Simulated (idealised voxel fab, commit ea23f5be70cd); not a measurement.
Title: Process Module voxel lift off
Pictured: cross-section cut, 160 nm wide, on a grid of 5 nm square cells.
Cross-section = grid of square cells, listed top down in bands; band = one or more rows. This entry defines a band. It first specifies the height of the band's top and the height of its bottom in nm, and then specifies the band's materials from left to right, stating each material with its width in nm. The word "full width" identifies a single material that fills the band from edge to edge, while the word "empty" identifies empty space. We count height from 0. Below that, the starting wafer is all one material. The lowest band never ends at the bottom but goes on down; see "0..down" for how that is written. You'd read "30..40" like this: the band's top row of cells is as wide as the first number, its bottom row is as wide as the second, and going down, every row changes width by the same amount as the row before did. Reading "no alterations made" for a step: not a cell of the cross-section changed in it. Voids not open to the top, 8 cells minimum: see "Voids lacking openings". Written width x height at distance; distance is from the left edge; nm. If you see something after the settings on a step's line, that's the simulator's own remark about that step. What "overlay nm" on a step's line means: if the step has a mask, that mask lay this far to the right of its planned place, or, when the value is negative, to the left.

-- Below is the list of planned process steps
1) RECEIVE [material Si]
2) CONFORMAL_DEP [material SiO2] [thk nm 5]
3) PATTERN [tone open] [mask id LINES] [material resist] [width nm 15] [pitch nm 30] [thk nm 20] [overlay nm 0]
4) DIRECTIONAL_DEP [material Ru] [thk nm 10]
5) STRIP [etch materials resist]
6) CONFORMAL_DEP [material SiO2] [thk nm 10]

-- Incoming wafer, cross-sectional view, post step 1
* 0..down  Si full width
* Voids lacking openings: none

-- One mistake in running the module, otherwise start and plan as above: cross-section at the end
* 20..10  empty=45, then SiO2=65, then empty=50
* 10..0  SiO2=55, then Ru=15, then SiO2=15, then Ru=15, then SiO2=60
* 0..down  Si full width
* Voids lacking openings: none
Diagnosis: execution of step 2 of the plan did not take place, the step having been omitted
